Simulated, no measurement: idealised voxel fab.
Process module name: voxel capacitor over wiring
The figure presents cross-section cut, which has a width of 300 nm and is divided into square cells with an edge length of 5 nm.
Cross-section layout: square cells on a grid; listed as bands, top to bottom; a band spans one or more cell rows. In this notation a band is specified by the heights of its top and bottom, in that order and in nm, after which its materials appear from left to right, each paired with its width in nm. The word "full width" attached to a single material means that material fills the band from edge to edge; the word "blank" stands for empty space. Height is counted from the level 0, under which the received wafer is composed throughout of one material. The lowest of the bands is not closed at the bottom but continues downward, in the notation "0 and below". With a width like "30..40", each row of cells in the band differs from the next by the same amount, the top row carrying the first number and the bottom row the second. Step marked "no change occurred"? Then no cell in the cross-section changed in it. Reported under the label "Voids, fully enclosed" are the empty spaces having no open way to the top and comprising 8 cells or more; the notation for each is width x height at distance, in which the distance is measured from the left edge and all three values are in nm. Text after the settings on a step's line: the simulator's own remark on that step. overlay nm: right-of-plan distance of the mask on a masked step; negative values mean left-of-plan.
-- Planned process steps
1 RECEIVE: material Si
2 CONFORMAL_DEP: material SiO2, thk nm 15
3 CONFORMAL_DEP: material SiN, thk nm 5
4 DIRECTIONAL_DEP: material lowk, thk nm 20
5 DIRECTIONAL_DEP: material aC, thk nm 15
6 PATTERN: tone open, mask id METAL_1, material resist, width nm 20, pitch nm 85, thk nm 30, overlay nm 0
7 DIRECTIONAL_ETCH: etch materials aC, depth nm 15
8 STRIP: etch materials resist
9 DIRECTIONAL_ETCH: etch materials lowk, depth nm 20
10 DIRECTIONAL_ETCH: etch materials SiN, depth nm 5
11 STRIP: etch materials aC
12 CONFORMAL_DEP: material TiN, thk nm 5
13 FILL_DEP: material Cu, thk nm 10
14 CMP: height nm 40
15 CONFORMAL_DEP: material SiCN, thk nm 5
16 DIRECTIONAL_DEP: material lowk, thk nm 20
17 PATTERN: tone open, mask id PLUG_1, material resist, width nm 15, thk nm 20, overlay nm 0
18 DIRECTIONAL_ETCH: etch materials lowk, depth nm 20
19 DIRECTIONAL_ETCH: etch materials SiCN, depth nm 5
20 STRIP: etch materials resist
21 EPI: material Ru, thk nm 10
22 EPI: material Ru, thk nm 10
23 EPI: material Ru, thk nm 5
24 DIRECTIONAL_DEP: material TiN, thk nm 5
25 DIRECTIONAL_DEP: material SiN, thk nm 5
26 DIRECTIONAL_DEP: material TiN, thk nm 10
27 PATTERN: tone cover, mask id UPPER_PLATE, material resist, width nm 70, thk nm 15, overlay nm 0
28 DIRECTIONAL_ETCH: etch materials TiN, depth nm 10
29 DIRECTIONAL_ETCH: etch materials SiN, depth nm 5
30 STRIP: etch materials resist
31 MASKED_ETCH: tone cover, mask id LOWER_PLATE, width nm 80, etch materials TiN, depth nm 5, overlay nm 0
32 FILL_DEP: material SiO2, thk nm 20
33 CMP: height nm 100
34 MASKED_ETCH: tone open, mask id PLUG_2, width nm 15, etch materials SiO2, depth nm 15, overlay nm 0
35 CONFORMAL_DEP: material TiN, thk nm 5
36 FILL_DEP: material Cu, thk nm 10
37 CMP: height nm 100
38 CONFORMAL_DEP: material SiCN, thk nm 5
-- Here's what the wafer looked like in cross-section when it arrived - that's after step 1
    0 and below = Si full width
    Voids, fully enclosed: none
-- Final wafer profile in cross-section after the module, from the same start and plan as above, with one mistake made during processing
    105 down to 100 = SiCN full width
    100 down to 85 = SiN full width
    85 down to 75 = SiN=100  TiN=70  SiN=130
    75 down to 70 = SiN full width
    70 down to 65 = SiN=95  TiN=80  SiN=125
    65 down to 45 = lowk=100  Ru=15  lowk=185
    45 down to 40 = SiCN=100  Ru=15  SiCN=185
    40 down to 20 = lowk=95  TiN=5  Cu=10  TiN=5  lowk=65  TiN=5  Cu=10  TiN=5  lowk=100
    20 down to 15 = SiN=95  TiN=20  SiN=65  TiN=20  SiN=100
    15 down to 0 = SiO2 full width
    0 and below = Si full width
    Voids, fully enclosed: none
Diagnosis: planned and actual differ for step 32; actual: FILL_DEP: material SiN, thk nm 20
